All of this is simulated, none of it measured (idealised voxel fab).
The following is a process module called voxel released beams.
FYI the section here is cut, 155 nm wide, cells are 5 nm squares.
A cross-section is a grid of square cells, given in bands from the top down. A band is one or more rows of cells.
What a band's entry tells you: where the top is and where the bottom is, as heights in nm, and after that what lies inside, material by material from left to right, each with its width in nm. Empty space is written as the word "empty", and a single material marked with the word "all across" occupies the band from edge to edge.
Note: height 0 marks the level under which the wafer is uniformly one material as received. Lowest band unbounded below, written "0 and below".
Note: "30 to 40" means the width goes from the first number (top row of the band) to the second number (bottom row) in equal steps per row of cells.
Any step labelled "no change" changed none of the cells in the cross-section.
The list in "Fully enclosed voids" covers empty spaces of 8 cells or more that cannot reach the top through any open way, and it gives each as width x height at distance; the distance is from the left edge, and width, height and distance are in nm.
That trailing text on a step's line, after the settings, is the simulator's own remark on the step.
Among the settings permitted on a step's line is "overlay nm"; applied to a step with a mask, it specifies the extent to which the mask lay to the right of its planned position, whereas a negative figure signifies a position to the left.

# The steps planned for the process are as follows
1: op RECEIVE | material Si
2: op CONFORMAL_DEP | material SiN | thk nm 10
3: op DIRECTIONAL_DEP | material SiO2 | thk nm 20
4: op PATTERN | tone open | mask id ANCHOR | material resist | width nm 45 | thk nm 20 | overlay nm 0
5: op DIRECTIONAL_ETCH | etch materials SiO2 | depth nm 20
6: op STRIP | etch materials resist
7: op CONFORMAL_DEP | material TiN | thk nm 15
8: op MASKED_ETCH | tone cover | mask id BEAM | width nm 110 | etch materials TiN | depth nm 15 | overlay nm 0
9: op STRIP | etch materials SiO2

# As-received wafer cross-section (after step 1)
> 0 and below | Si all across
> Fully enclosed voids: none

# First of two wafers at the end of the module, shown in cross-section; run carried out as planned
> 45 down to 30 | 20 nm empty  20 nm TiN  15 nm empty  75 nm TiN  25 nm empty
> 30 down to 25 | 25 nm empty  15 nm TiN  15 nm empty  15 nm TiN  85 nm empty
> 25 down to 10 | 25 nm empty  45 nm TiN  85 nm empty
> 10 down to 0 | SiN all across
> 0 and below | Si all across
> Fully enclosed voids: none

# Second wafer through the module, sectioned at the end: same beginning and same plan as the first wafer, with one mistake in carrying it out
> 40 down to 30 | 20 nm empty  15 nm TiN  25 nm empty  70 nm TiN  25 nm empty
> 30 down to 20 | 25 nm empty  10 nm TiN  25 nm empty  10 nm TiN  85 nm empty
> 20 down to 10 | 25 nm empty  45 nm TiN  85 nm empty
> 10 down to 0 | SiN all across
> 0 and below | Si all across
> Fully enclosed voids: none
What broke from the plan during processing? rather than as planned, step 7 actually ran as op CONFORMAL_DEP | material TiN | thk nm 10
Cell-count delta at end, second wafer over first, by material: TiN -30
